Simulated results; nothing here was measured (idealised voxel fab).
Name of the process module below: voxel fin reveal
In the cross-section labelled cut, the width is 210 nm and each square cell is 5 nm.
Think of the cross-section as a grid of square cells. We describe it in bands, top to bottom, and each band covers one or more rows of those cells. Within each band entry, the heights of the top and of the bottom of the band appear first, in that order and in nm; the materials of the band then follow from left to right, each with its corresponding width in nm. The designation "edge to edge" on a single material indicates that it fills the band from edge to edge; the designation "empty" indicates empty space. A quick word on heights: they are counted from 0, and under that level the wafer as it came to us is one material throughout. The lowest band is different from the rest in having no bottom; it simply continues downward, written as in "0 nm and below". Quick explanation for "30->40": the width changes in equal steps down the rows of cells, from the first number in the band's top row to the second number in its bottom row. Reading "no change" for a step: not a cell of the cross-section changed in it. The label "Tabulated closed voids" introduces a list of the empty spaces, 8 cells or larger, that have no open way up to the top; each entry in it reads width x height at distance, where the distance is taken from the left edge and all three are stated in nm. Read whatever lies past the settings on a step's line as the simulator's own remark about the step. A step line may carry the setting "overlay nm", which, for steps involving a mask, states the distance by which the mask lay to the right of its intended position; negative values denote displacement to the left.

[Intended process steps]
1) RECEIVE (material Si)
2) CONFORMAL_DEP (material SiN; thk nm 10)
3) PATTERN (tone cover; mask id FINS; material resist; width nm 15; pitch nm 40; thk nm 20; overlay nm 0)
4) DIRECTIONAL_ETCH (etch materials SiN; depth nm 10)
5) DIRECTIONAL_ETCH (etch materials Si; depth nm 40)
6) STRIP (etch materials resist)
7) OXIDIZE (depth nm 5)
8) FILL_DEP (material SiO2; thk nm 5)
9) CMP (height nm 10)
10) SELECTIVE_ETCH (etch materials SiO2; depth nm 20)
11) STRIP (etch materials SiN)
12) CONFORMAL_DEP (material HfO2; thk nm 5)

[This is the cross-section of the wafer as we received it, i.e. after step 1]
- 0 nm and below | Si edge to edge
- Tabulated closed voids: none

[What the wafer looks like in cross-section after this module, when it starts as shown above and follows the plan above but one mistake is made in running it]
- 5 nm to 0 nm | 55 nm empty / 15 nm HfO2 / 25 nm empty / 15 nm HfO2 / 25 nm empty / 15 nm HfO2 / 60 nm empty
- 0 nm to -5 nm | 55 nm empty / 5 nm HfO2 / 5 nm Si / 5 nm HfO2 / 25 nm empty / 5 nm HfO2 / 5 nm Si / 5 nm HfO2 / 25 nm empty / 5 nm HfO2 / 5 nm Si / 5 nm HfO2 / 60 nm empty
- -5 nm to -10 nm | 60 nm HfO2 / 5 nm Si / 35 nm HfO2 / 5 nm Si / 35 nm HfO2 / 5 nm Si / 65 nm HfO2
- -10 nm to -85 nm | 60 nm SiO2 / 5 nm Si / 35 nm SiO2 / 5 nm Si / 35 nm SiO2 / 5 nm Si / 65 nm SiO2
- -85 nm and below | Si edge to edge
- Tabulated closed voids: none
Where did the run depart from the plan? step 5 from the plan got run twice
